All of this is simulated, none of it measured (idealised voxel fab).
process module | voxel transistor to metal
cross-section cut | 295 nm wide | cells 5 nm
A cross-section is a grid of square cells, given in bands from the top down. A band is one or more rows of cells.
Each band's line starts with the height of the band's top and of its bottom, in nm. Then come its materials from left to right, each with its width in nm. One material with "throughout" fills the band from edge to edge. "air" is empty space.
Height 0 is the level under which the wafer as received is all one material. The lowest band goes on downwards, as in "0 down".
A width such as "30 to 40" changes by the same amount from each row of cells to the next, from the band's top row to its bottom row.
"no change" after a step means that no cell of the cross-section changed.
closed voids: empty space of 8 cells or more with no open way to the top, each as width x height at its distance from the left edge, in nm
after a step's settings: what the simulator itself notes on the step
overlay nm, on a step with a mask: how far to the right of its planned place the mask lay; to the left if negative
plan
1 op RECEIVE | material Si
2 op CONFORMAL_DEP | material SiO2 | thk nm 5
3 op CONFORMAL_DEP | material SiN | thk nm 10
4 op DIRECTIONAL_DEP | material aC | thk nm 10
5 op PATTERN | tone cover | mask id ACTIVE | material resist | width nm 95 | pitch nm 120 | thk nm 25 | overlay nm 0
6 op DIRECTIONAL_ETCH | etch materials aC | depth nm 10
7 op STRIP | etch materials resist
8 op DIRECTIONAL_ETCH | etch materials SiN | depth nm 10
9 op DIRECTIONAL_ETCH | etch materials SiO2 | depth nm 5
10 op DIRECTIONAL_ETCH | etch materials Si | depth nm 30
11 op STRIP | etch materials aC
12 op FILL_DEP | material SiO2 | thk nm 10
13 op CMP | height nm 15
14 op SELECTIVE_ETCH | etch materials SiO2 | depth nm 5
15 op STRIP | etch materials SiN
16 op SELECTIVE_ETCH | etch materials SiO2 | depth nm 5
17 op OXIDIZE | depth nm 5
18 op DIRECTIONAL_DEP | material polySi | thk nm 20
19 op DIRECTIONAL_DEP | material SiCN | thk nm 10
20 op MASKED_ETCH | tone cover | mask id GATE | width nm 25 | pitch nm 120 | etch materials SiCN | depth nm 20 | overlay nm 0
21 op MASKED_ETCH | tone cover | mask id GATE | width nm 25 | pitch nm 120 | etch materials polySi | depth nm 30 | overlay nm 0
22 op CONFORMAL_DEP | material SiO2 | thk nm 5
23 op DIRECTIONAL_ETCH | etch materials SiO2 | depth nm 5
24 op CONFORMAL_DEP | material SiN | thk nm 5
25 op DIRECTIONAL_ETCH | etch materials SiN | depth nm 5
26 op DIRECTIONAL_ETCH | etch materials SiO2 | depth nm 5
27 op DIRECTIONAL_ETCH | etch materials Si | depth nm 15
28 op EPI | material nSi | thk nm 15
29 op FILL_DEP | material SiO2 | thk nm 10
30 op CMP | height nm 20
31 op STRIP | etch materials polySi
32 op SELECTIVE_ETCH | etch materials SiO2 | depth nm 5
33 op CONFORMAL_DEP | material HfO2 | thk nm 5
34 op CONFORMAL_DEP | material TiN | thk nm 5
35 op FILL_DEP | material W | thk nm 5
36 op CMP | height nm 15
37 op DIRECTIONAL_DEP | material SiO2 | thk nm 10
38 op MASKED_ETCH | tone open | mask id CONTACT | width nm 15 | etch materials SiO2 | depth nm 15 | overlay nm 0
39 op CONFORMAL_DEP | material TiN | thk nm 5
40 op FILL_DEP | material Ru | thk nm 10
41 op CMP | height nm 25
42 op DIRECTIONAL_DEP | material TiN | thk nm 5
43 op DIRECTIONAL_DEP | material Ru | thk nm 20
44 op DIRECTIONAL_DEP | material aC | thk nm 10
45 op PATTERN | tone cover | mask id METAL_1 | material resist | width nm 15 | thk nm 30 | overlay nm 0
46 op DIRECTIONAL_ETCH | etch materials aC | depth nm 10
47 op STRIP | etch materials resist
48 op DIRECTIONAL_ETCH | etch materials Ru | depth nm 20
49 op DIRECTIONAL_ETCH | etch materials TiN | depth nm 5
50 op STRIP | etch materials aC
51 op CONFORMAL_DEP | material SiCN | thk nm 5
52 op FILL_DEP | material SiO2 | thk nm 10
53 op CMP | height nm 50
54 op CONFORMAL_DEP | material SiCN | thk nm 5
as received, after step 1
  0 down: Si throughout
  closed voids: none
first wafer at the end, as planned
  55 to 50: SiCN throughout
  50 to 30: SiO2 40 | SiCN 5 | Ru 15 | SiCN 5 | SiO2 45 | SiCN 5 | Ru 15 | SiCN 5 | SiO2 25 | SiCN 5 | Ru 15 | SiCN 5 | SiO2 45 | SiCN 5 | Ru 15 | SiCN 5 | SiO2 40
  30 to 25: SiCN 45 | TiN 15 | SiCN 55 | TiN 15 | SiCN 35 | TiN 15 | SiCN 55 | TiN 15 | SiCN 45
  25 to 15: SiO2 45 | TiN 5 | Ru 5 | TiN 5 | SiO2 55 | TiN 5 | Ru 5 | TiN 5 | SiO2 35 | TiN 5 | Ru 5 | TiN 5 | SiO2 55 | TiN 5 | Ru 5 | TiN 5 | SiO2 45
  15 to 10: SiO2 45 | TiN 15 | SiO2 5 | SiN 5 | HfO2 5 | TiN 5 | W 15 | TiN 5 | HfO2 5 | SiN 5 | SiO2 5 | TiN 15 | SiO2 35 | TiN 15 | SiO2 5 | SiN 5 | HfO2 5 | TiN 5 | W 15 | TiN 5 | HfO2 5 | SiN 5 | SiO2 5 | TiN 15 | SiO2 45
  10 to 5: SiO2 40 | nSi 25 | SiN 5 | HfO2 5 | TiN 5 | W 15 | TiN 5 | HfO2 5 | SiN 5 | nSi 25 | SiO2 25 | nSi 25 | SiN 5 | HfO2 5 | TiN 5 | W 15 | TiN 5 | HfO2 5 | SiN 5 | nSi 25 | SiO2 40
  5 to 0: SiO2 40 | SiN 5 | nSi 20 | SiN 5 | HfO2 5 | TiN 25 | HfO2 5 | SiN 5 | nSi 20 | SiN 5 | SiO2 25 | SiN 5 | nSi 20 | SiN 5 | HfO2 5 | TiN 25 | HfO2 5 | SiN 5 | nSi 20 | SiN 5 | SiO2 40
  0 to -5: SiO2 45 | nSi 20 | SiO2 5 | HfO2 35 | SiO2 5 | nSi 20 | SiO2 35 | nSi 20 | SiO2 5 | HfO2 35 | SiO2 5 | nSi 20 | SiO2 45
  -5 to -20: SiO2 40 | Si 5 | nSi 20 | Si 45 | nSi 20 | Si 5 | SiO2 25 | Si 5 | nSi 20 | Si 45 | nSi 20 | Si 5 | SiO2 40
  -20 to -30: SiO2 40 | Si 95 | SiO2 25 | Si 95 | SiO2 40
  -30 down: Si throughout
  closed voids: none
second wafer at the end: like start, like plan, one mistake
  55 to 50: SiCN throughout
  50 to 30: SiO2 40 | SiCN 5 | Ru 15 | SiCN 5 | SiO2 45 | SiCN 5 | Ru 15 | SiCN 5 | SiO2 25 | SiCN 5 | Ru 15 | SiCN 5 | SiO2 45 | SiCN 5 | Ru 15 | SiCN 5 | SiO2 40
  30 to 25: SiCN 45 | TiN 15 | SiCN 55 | TiN 15 | SiCN 35 | TiN 15 | SiCN 55 | TiN 15 | SiCN 45
  25 to 15: SiO2 45 | TiN 5 | Ru 5 | TiN 5 | SiO2 55 | TiN 5 | Ru 5 | TiN 5 | SiO2 35 | TiN 5 | Ru 5 | TiN 5 | SiO2 55 | TiN 5 | Ru 5 | TiN 5 | SiO2 45
  15 to 10: SiO2 45 | TiN 15 | SiO2 5 | SiN 5 | HfO2 5 | TiN 5 | W 15 | TiN 5 | HfO2 5 | SiN 5 | SiO2 5 | TiN 15 | SiO2 35 | TiN 15 | SiO2 5 | SiN 5 | HfO2 5 | TiN 5 | W 15 | TiN 5 | HfO2 5 | SiN 5 | SiO2 5 | TiN 15 | SiO2 45
  10 to 5: SiO2 40 | nSi 25 | SiN 5 | HfO2 5 | TiN 5 | W 15 | TiN 5 | HfO2 5 | SiN 5 | nSi 25 | SiO2 25 | nSi 25 | SiN 5 | HfO2 5 | TiN 5 | W 15 | TiN 5 | HfO2 5 | SiN 5 | nSi 25 | SiO2 40
  5 to 0: SiO2 40 | SiN 5 | nSi 20 | SiN 5 | HfO2 5 | TiN 25 | HfO2 5 | SiN 5 | nSi 20 | SiN 5 | SiO2 25 | SiN 5 | nSi 20 | SiN 5 | HfO2 5 | TiN 25 | HfO2 5 | SiN 5 | nSi 20 | SiN 5 | SiO2 40
  0 to -5: SiO2 45 | nSi 20 | SiO2 5 | HfO2 35 | SiO2 5 | nSi 20 | SiO2 35 | nSi 20 | SiO2 5 | HfO2 35 | SiO2 5 | nSi 20 | SiO2 45
  -5 to -25: SiO2 40 | Si 5 | nSi 20 | Si 45 | nSi 20 | Si 5 | SiO2 25 | Si 5 | nSi 20 | Si 45 | nSi 20 | Si 5 | SiO2 40
  -25 to -30: SiO2 40 | Si 95 | SiO2 25 | Si 95 | SiO2 40
  -30 down: Si throughout
  closed voids: none
what went wrong: step 27 ran as: op DIRECTIONAL_ETCH | etch materials Si | depth nm 20
at the end the second wafer has, in cells: 16 fewer of Si | 16 more of nSi
